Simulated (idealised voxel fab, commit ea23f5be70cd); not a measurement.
A process module follows: voxel transistor to metal.
Cross-sectional view cut (width: 185 nm; square cell size: 5 nm).
Heads up, the way a cross-section reads in here is a grid of square cells, handed over as bands from the top down, with every band being one or more rows of cells. Band: top and bottom heights (nm) first, top before bottom; then materials from left to right, widths in nm. "all across" marks a sole material filling the band edge to edge. "blank" denotes empty space. Counting heights begins at 0, where everything beneath is, in the wafer as received, one material. The lowest band has no bottom; it goes on downwards, as "0 and below" shows. When a width is written as two numbers, as in "30..40", the first number is the width in the top row of cells of the band and the second is the width in its bottom row, and the width changes by the same amount from each row to the next. The designation "remained unchanged", where it is given for a processing step, indicates that no cell of the cross-section was altered in the course of that step. Closed empty spaces (no open way to the top) of 8 cells or more are what "Sealed void list" lists, each as width x height at distance from the left edge, nm for all three. Formally, on a step line, whatever follows the settings is a remark that the simulator itself makes on the step. What "overlay nm" on a step's line means: if the step has a mask, that mask lay this far to the right of its planned place, or, when the value is negative, to the left. What follows is a series of pairs. Each pair shows a cross-section before one process step and the cross-section after it, and the after view is drawn only down to the lowest band that changed. Beneath each pair is the step that lies between the two, with its settings. Pairs may come from different runs of this module on the same starting wafer, so a pair continues from the one above it only where its entry headed "Before the process" says so.

Before the process
- 50 down to 30: 40 blank  15 Ru  75 blank  15 Ru  40 blank
- 30 down to 25: 40 blank  15 TiN  75 blank  15 TiN  40 blank
- 25 down to 15: 40 SiO2  5 TiN  5 W  5 TiN  75 SiO2  5 TiN  5 W  5 TiN  40 SiO2
- 15 down to 5: 40 SiO2  5 TiN  5 W  5 TiN  10 SiO2  10 SiN  5 HfO2  5 TiN  15 W  5 TiN  5 HfO2  10 SiN  10 SiO2  5 TiN  5 W  5 TiN  40 SiO2
- 5 down to 0: 40 SiO2  5 TiN  5 W  5 TiN  10 SiO2  10 SiN  5 HfO2  25 TiN  5 HfO2  10 SiN  10 SiO2  5 TiN  5 W  5 TiN  40 SiO2
- 0 down to -5: 30 SiO2  10 SiN  15 TiN  15 SiO2  45 HfO2  15 SiO2  15 TiN  10 SiN  30 SiO2
- -5 down to -20: 30 pSi  125 SiO2  30 pSi
- -20 down to -45: 30 Si  125 SiO2  30 Si
- -45 and below: Si all across
- Sealed void list: none

Section After Processing
- 55 down to 50: 35 blank  25 SiN  65 blank  25 SiN  35 blank
- 50 down to 30: 35 blank  5 SiN  15 Ru  5 SiN  65 blank  5 SiN  15 Ru  5 SiN  35 blank
- 30 down to 25: 40 SiN  15 TiN  75 SiN  15 TiN  40 SiN
- Nothing below the height 25 has changed.
- Sealed void list: none
The process step separating the two cross-sections depicted above is as follows: CONFORMAL_DEP,material SiN,thk nm 5

Before the process: Reference is made to the cross-section shown after the step in the pair directly above, which represents the state prior to this step.

Section After Processing
- 65 down to 55: SiO2 all across
- 55 down to 50: 35 SiO2  25 SiN  65 SiO2  25 SiN  35 SiO2
- 50 down to 30: 35 SiO2  5 SiN  15 Ru  5 SiN  65 SiO2  5 SiN  15 Ru  5 SiN  35 SiO2
- Nothing below the height 30 has changed.
- Sealed void list: none
The process step separating the two cross-sections depicted above is as follows: FILL_DEP,material SiO2,thk nm 10

Before the process: Reference is made to the cross-section shown after the step in the pair directly above, which represents the state prior to this step.

Section After Processing
- 50 down to 30: 35 SiO2  5 SiN  15 Ru  5 SiN  65 SiO2  5 SiN  15 Ru  5 SiN  35 SiO2
- Nothing below the height 30 has changed.
- Sealed void list: none
The process step separating the two cross-sections depicted above is as follows: CMP,height nm 50

Before the process: Reference is made to the cross-section shown after the step in the pair directly above, which represents the state prior to this step.

Section After Processing
- 55 down to 50: SiCN all across
- Nothing below the height 50 has changed.
- Sealed void list: none
The process step separating the two cross-sections depicted above is as follows: CONFORMAL_DEP,material SiCN,thk nm 5
